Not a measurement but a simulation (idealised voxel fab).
The following process module bears the name voxel tone inversion.
Square cell edge 5 nm, section width 295 nm, ID cut.
This document writes a cross-section as a grid whose cells are square, and gives it as bands, listed from the top down; one or more rows of cells form a band. In this notation a band is specified by the heights of its top and bottom, in that order and in nm, after which its materials appear from left to right, each paired with its width in nm. The word "full width" attached to a single material means that material fills the band from edge to edge; the word "empty" stands for empty space. Below 0: as-received wafer, all one material; heights counted from there. Lowest band: no bottom, goes on down, written "z 0 and below". The width entry "30..40" should be interpreted row by row: the top row of cells in the band takes the first number, the bottom row takes the second number, and the change between adjacent rows is uniform throughout. What does "no modifications" mean for a step? It means no cell of the cross-section changed in that step. In "Closed void table" the enclosed voids are listed, meaning empty spaces of 8 cells or larger without any opening to the top. The form is width x height at distance, distance from the left edge, units nm. Formally, on a step line, whatever follows the settings is a remark that the simulator itself makes on the step. When a step includes a mask, the "overlay nm" setting on its line states how far to the right of its planned place that mask lay, and negative values state how far to the left.
Intended process steps:
1: op RECEIVE | material Si
2: op CONFORMAL_DEP | material SiN | thk nm 10
3: op DIRECTIONAL_DEP | material polySi | thk nm 20
4: op PATTERN | tone cover | mask id POSTS | material resist | width nm 20 | pitch nm 50 | thk nm 30 | overlay nm 0
5: op DIRECTIONAL_ETCH | etch materials polySi | depth nm 20
6: op STRIP | etch materials resist
7: op FILL_DEP | material lowk | thk nm 10
8: op CMP | height nm 30
9: op STRIP | etch materials polySi
10: op CONFORMAL_DEP | material TiN | thk nm 5
11: op FILL_DEP | material Ru | thk nm 5
12: op CMP | height nm 30
13: op CONFORMAL_DEP | material SiCN | thk nm 5
Below: the first of two wafers, run as planned:
Cross-section of the wafer upon arrival, representing the state reached after step 1:
- z 0 and below | Si full width
- Closed void table: none
Once step 2 is through, the wafer looks like this in cross-section:
- z 10 to 0 | SiN full width
- Rest of section, below 0: as before.
Once step 3 is through, the wafer looks like this in cross-section:
- z 30 to 10 | polySi full width
- Rest of section, below 10: as before.
Once step 4 is through, the wafer looks like this in cross-section:
- z 60 to 30 | empty 110 nm / resist 20 nm / empty 30 nm / resist 20 nm / empty 115 nm
- Rest of section, below 30: as before.
Once step 5 is through, the wafer looks like this in cross-section:
- z 60 to 30 | empty 110 nm / resist 20 nm / empty 30 nm / resist 20 nm / empty 115 nm
- z 30 to 10 | empty 110 nm / polySi 20 nm / empty 30 nm / polySi 20 nm / empty 115 nm
- Rest of section, below 10: as before.
Once step 6 is through, the wafer looks like this in cross-section:
- z 30 to 10 | empty 110 nm / polySi 20 nm / empty 30 nm / polySi 20 nm / empty 115 nm
- Rest of section, below 10: as before.
Once step 7 is through, the wafer looks like this in cross-section:
- z 40 to 30 | lowk full width
- z 30 to 10 | lowk 110 nm / polySi 20 nm / lowk 30 nm / polySi 20 nm / lowk 115 nm
- Rest of section, below 10: as before.
Once step 8 is through, the wafer looks like this in cross-section:
- z 30 to 10 | lowk 110 nm / polySi 20 nm / lowk 30 nm / polySi 20 nm / lowk 115 nm
- Rest of section, below 10: as before.
Once step 9 is through, the wafer looks like this in cross-section:
- z 30 to 10 | lowk 110 nm / empty 20 nm / lowk 30 nm / empty 20 nm / lowk 115 nm
- Rest of section, below 10: as before.
Once step 10 is through, the wafer looks like this in cross-section:
- z 35 to 30 | TiN 115 nm / empty 10 nm / TiN 40 nm / empty 10 nm / TiN 120 nm
- z 30 to 15 | lowk 110 nm / TiN 5 nm / empty 10 nm / TiN 5 nm / lowk 30 nm / TiN 5 nm / empty 10 nm / TiN 5 nm / lowk 115 nm
- z 15 to 10 | lowk 110 nm / TiN 20 nm / lowk 30 nm / TiN 20 nm / lowk 115 nm
- Rest of section, below 10: as before.
Once step 11 is through, the wafer looks like this in cross-section:
- z 40 to 35 | Ru full width
- z 35 to 30 | TiN 115 nm / Ru 10 nm / TiN 40 nm / Ru 10 nm / TiN 120 nm
- z 30 to 15 | lowk 110 nm / TiN 5 nm / Ru 10 nm / TiN 5 nm / lowk 30 nm / TiN 5 nm / Ru 10 nm / TiN 5 nm / lowk 115 nm
- Rest of section, below 15: as before.
Once step 12 is through, the wafer looks like this in cross-section:
- z 30 to 15 | lowk 110 nm / TiN 5 nm / Ru 10 nm / TiN 5 nm / lowk 30 nm / TiN 5 nm / Ru 10 nm / TiN 5 nm / lowk 115 nm
- Rest of section, below 15: as before.
Once step 13 is through, the wafer looks like this in cross-section:
- z 35 to 30 | SiCN full width
- Rest of section, below 30: as before.
Wafer two. Same start, same plan, one slip in execution. Same as wafer one through step 3, inclusive:
Look at the second wafer in cross-section at the time step 4 ought to have finished:
- z 60 to 30 | resist 110 nm / empty 20 nm / resist 30 nm / empty 20 nm / resist 115 nm
- Rest of section, below 30: as before.
Look at the second wafer in cross-section at the time step 5 ought to have finished:
- z 60 to 30 | resist 110 nm / empty 20 nm / resist 30 nm / empty 20 nm / resist 115 nm
- z 30 to 10 | polySi 110 nm / empty 20 nm / polySi 30 nm / empty 20 nm / polySi 115 nm
- Rest of section, below 10: as before.
Look at the second wafer in cross-section at the time step 6 ought to have finished:
- z 30 to 10 | polySi 110 nm / empty 20 nm / polySi 30 nm / empty 20 nm / polySi 115 nm
- Rest of section, below 10: as before.
Look at the second wafer in cross-section at the time step 7 ought to have finished:
- z 40 to 30 | lowk full width
- z 30 to 10 | polySi 110 nm / lowk 20 nm / polySi 30 nm / lowk 20 nm / polySi 115 nm
- Rest of section, below 10: as before.
Look at the second wafer in cross-section at the time step 8 ought to have finished:
- z 30 to 10 | polySi 110 nm / lowk 20 nm / polySi 30 nm / lowk 20 nm / polySi 115 nm
- Rest of section, below 10: as before.
Look at the second wafer in cross-section at the time step 9 ought to have finished:
- z 30 to 10 | empty 110 nm / lowk 20 nm / empty 30 nm / lowk 20 nm / empty 115 nm
- Rest of section, below 10: as before.
Look at the second wafer in cross-section at the time step 10 ought to have finished:
- z 35 to 30 | empty 105 nm / TiN 30 nm / empty 20 nm / TiN 30 nm / empty 110 nm
- z 30 to 15 | empty 105 nm / TiN 5 nm / lowk 20 nm / TiN 5 nm / empty 20 nm / TiN 5 nm / lowk 20 nm / TiN 5 nm / empty 110 nm
- z 15 to 10 | TiN 110 nm / lowk 20 nm / TiN 30 nm / lowk 20 nm / TiN 115 nm
- Rest of section, below 10: as before.
Look at the second wafer in cross-section at the time step 11 ought to have finished:
- z 40 to 35 | Ru full width
- z 35 to 30 | Ru 105 nm / TiN 30 nm / Ru 20 nm / TiN 30 nm / Ru 110 nm
- z 30 to 15 | Ru 105 nm / TiN 5 nm / lowk 20 nm / TiN 5 nm / Ru 20 nm / TiN 5 nm / lowk 20 nm / TiN 5 nm / Ru 110 nm
- Rest of section, below 15: as before.
Look at the second wafer in cross-section at the time step 12 ought to have finished:
- z 30 to 15 | Ru 105 nm / TiN 5 nm / lowk 20 nm / TiN 5 nm / Ru 20 nm / TiN 5 nm / lowk 20 nm / TiN 5 nm / Ru 110 nm
- Rest of section, below 15: as before.
Look at the second wafer in cross-section at the time step 13 ought to have finished:
- z 35 to 30 | SiCN full width
- Rest of section, below 30: as before.
What broke from the plan during processing? step 4 was run on a setting that differed from the plan, and what really ran there is op PATTERN | tone open | mask id POSTS | material resist | width nm 20 | pitch nm 50 | thk nm 30 | overlay nm 0
It is noted that, at the conclusion of processing, the second wafer exhibits a higher or lower cell count for certain materials relative to the first: +129 Ru | +43 TiN | -172 lowk
